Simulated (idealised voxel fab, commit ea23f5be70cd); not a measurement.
Herein follows the process module entitled voxel capacitor over wiring.
The figure presents cross-section cut, which has a width of 140 nm and is divided into square cells with an edge length of 5 nm.
A cross-section is a grid of square cells, given in bands from the top down. A band is one or more rows of cells.
Heads up on the band format: heights come first, top then bottom, in nm. After that it's the materials left to right, each with its width in nm. A single material flagged "everywhere" fills the whole band edge to edge, and "empty" means there's empty space there.
We count height from 0. Below that, the starting wafer is all one material. The lowest band never ends at the bottom but goes on down; see "from 0 down" for how that is written.
Quick explanation for "30->40": the width changes in equal steps down the rows of cells, from the first number in the band's top row to the second number in its bottom row.
Where the words "no modifications" appear for a step, the cross-section shows no cell changed by that step; every cell remained as before.
Basically, "Closed void table" tells you about the enclosed voids: empty spaces with no open way to the top, 8 cells or bigger, each written width x height at distance, where distance is from the left edge, all in nm.
Text after the settings on a step's line: the simulator's own remark on that step.
For masked steps, "overlay nm" on the step line gives how far right of plan the mask actually lay; a minus sign means it lay to the left.

**So here's the lineup of process steps we planned**
1: RECEIVE [material Si]
2: CONFORMAL_DEP [material SiO2] [thk nm 10]
3: CONFORMAL_DEP [material SiN] [thk nm 5]
4: DIRECTIONAL_DEP [material SiO2] [thk nm 15]
5: DIRECTIONAL_DEP [material aC] [thk nm 10]
6: PATTERN [tone open] [mask id METAL_1] [material resist] [width nm 15] [pitch nm 80] [thk nm 25] [overlay nm 0]
7: DIRECTIONAL_ETCH [etch materials aC] [depth nm 10]
8: STRIP [etch materials resist]
9: DIRECTIONAL_ETCH [etch materials SiO2] [depth nm 15]
10: DIRECTIONAL_ETCH [etch materials SiN] [depth nm 5]
11: STRIP [etch materials aC]
12: CONFORMAL_DEP [material TiN] [thk nm 5]
13: FILL_DEP [material W] [thk nm 10]
14: CMP [height nm 30]
15: EPI [material Ru] [thk nm 5]
16: FILL_DEP [material SiCN] [thk nm 5]
17: DIRECTIONAL_DEP [material SiO2] [thk nm 20]
18: DIRECTIONAL_DEP [material aC] [thk nm 15]
19: PATTERN [tone open] [mask id PLUG_1] [material resist] [width nm 15] [thk nm 30] [overlay nm 0]
20: DIRECTIONAL_ETCH [etch materials aC] [depth nm 15]
21: STRIP [etch materials resist]
22: DIRECTIONAL_ETCH [etch materials SiO2] [depth nm 20]
23: DIRECTIONAL_ETCH [etch materials SiCN] [depth nm 5]
24: STRIP [etch materials aC]
25: EPI [material Ru] [thk nm 10]
26: EPI [material Ru] [thk nm 10]
27: EPI [material Ru] [thk nm 5]
28: DIRECTIONAL_DEP [material TiN] [thk nm 10]
29: DIRECTIONAL_DEP [material SiN] [thk nm 5]
30: DIRECTIONAL_DEP [material TiN] [thk nm 10]
31: DIRECTIONAL_DEP [material aC] [thk nm 15]
32: PATTERN [tone cover] [mask id UPPER_PLATE] [material resist] [width nm 60] [thk nm 35] [overlay nm 0]
33: DIRECTIONAL_ETCH [etch materials aC] [depth nm 15]
34: STRIP [etch materials resist]
35: DIRECTIONAL_ETCH [etch materials TiN] [depth nm 10]
36: DIRECTIONAL_ETCH [etch materials SiN] [depth nm 5]
37: STRIP [etch materials aC]
38: DIRECTIONAL_DEP [material aC] [thk nm 15]
39: PATTERN [tone cover] [mask id LOWER_PLATE] [material resist] [width nm 70] [thk nm 30] [overlay nm 0]
40: DIRECTIONAL_ETCH [etch materials aC] [depth nm 15]
41: STRIP [etch materials resist]
42: DIRECTIONAL_ETCH [etch materials TiN] [depth nm 10]
43: STRIP [etch materials aC]
44: FILL_DEP [material SiO2] [thk nm 15]
45: CMP [height nm 95]
46: DIRECTIONAL_DEP [material aC] [thk nm 15]
47: PATTERN [tone open] [mask id PLUG_2] [material resist] [width nm 15] [thk nm 35] [overlay nm 0]
48: DIRECTIONAL_ETCH [etch materials aC] [depth nm 15]
49: STRIP [etch materials resist]
50: DIRECTIONAL_ETCH [etch materials SiO2] [depth nm 10]
51: STRIP [etch materials aC]
52: CONFORMAL_DEP [material TiN] [thk nm 5]
53: FILL_DEP [material Cu] [thk nm 5]
54: CMP [height nm 95]
55: CONFORMAL_DEP [material SiCN] [thk nm 5]
For this document, wafers share an identical start and vary in the step 6 width nm; the plan quotes the first wafer's value.

**Incoming state of the first of several wafers in cross-section: after step 1**
  from 0 down = Si everywhere
  Closed void table: none

**At the end of the module, after its last step, step 55, the first of several wafers appears in cross-section as follows**
  from 100 to 95 = SiCN everywhere
  from 95 to 90 = SiO2: 35, then TiN: 5, then Cu: 5, then TiN: 5, then SiO2: 90
  from 90 to 85 = SiO2: 35, then TiN: 15, then SiO2: 90
  from 85 to 75 = SiO2: 25, then TiN: 60, then SiO2: 55
  from 75 to 70 = SiO2: 25, then SiN: 60, then SiO2: 55
  from 70 to 60 = SiO2: 20, then TiN: 70, then SiO2: 50
  from 60 to 40 = SiO2: 25, then Ru: 15, then SiO2: 100
  from 40 to 35 = SiCN: 25, then Ru: 15, then SiCN: 100
  from 35 to 30 = SiCN: 15, then Ru: 25, then SiCN: 55, then Ru: 25, then SiCN: 20
  from 30 to 15 = SiO2: 20, then TiN: 5, then W: 5, then TiN: 5, then SiO2: 65, then TiN: 5, then W: 5, then TiN: 5, then SiO2: 25
  from 15 to 10 = SiN: 20, then TiN: 15, then SiN: 65, then TiN: 15, then SiN: 25
  from 10 to 0 = SiO2 everywhere
  from 0 down = Si everywhere
  Closed void table: none

**Cross-section of the last wafer at end of module**
  from 100 to 95 = SiCN everywhere
  from 95 to 90 = SiO2: 35, then TiN: 5, then Cu: 5, then TiN: 5, then SiO2: 90
  from 90 to 85 = SiO2: 35, then TiN: 15, then SiO2: 90
  from 85 to 75 = SiO2: 25, then TiN: 60, then SiO2: 55
  from 75 to 70 = SiO2: 25, then SiN: 60, then SiO2: 55
  from 70 to 60 = SiO2: 20, then TiN: 70, then SiO2: 50
  from 60 to 40 = SiO2: 25, then Ru: 15, then SiO2: 100
  from 40 to 35 = SiCN: 25, then Ru: 15, then SiCN: 100
  from 35 to 30 = SiCN: 10, then Ru: 40, then SiCN: 40, then Ru: 40, then SiCN: 10
  from 30 to 15 = SiO2: 15, then TiN: 5, then W: 20, then TiN: 5, then SiO2: 50, then TiN: 5, then W: 20, then TiN: 5, then SiO2: 15
  from 15 to 10 = SiN: 15, then TiN: 30, then SiN: 50, then TiN: 30, then SiN: 15
  from 10 to 0 = SiO2 everywhere
  from 0 down = Si everywhere
  Closed void table: none

**Per wafer, end of module: cells gained (+) or lost (-) per material since receipt, then closed voids**
width nm 15; +1 Cu; +25 Ru; +71 SiCN; +34 SiN; +348 SiO2; +75 TiN; +6 W; Closed void table: none
width nm 20; +1 Cu; +27 Ru; +69 SiCN; +32 SiN; +342 SiO2; +77 TiN; +12 W; Closed void table: none
width nm 25; +1 Cu; +29 Ru; +67 SiCN; +30 SiN; +336 SiO2; +79 TiN; +18 W; Closed void table: none
width nm 30; +1 Cu; +31 Ru; +65 SiCN; +28 SiN; +330 SiO2; +81 TiN; +24 W; Closed void table: none
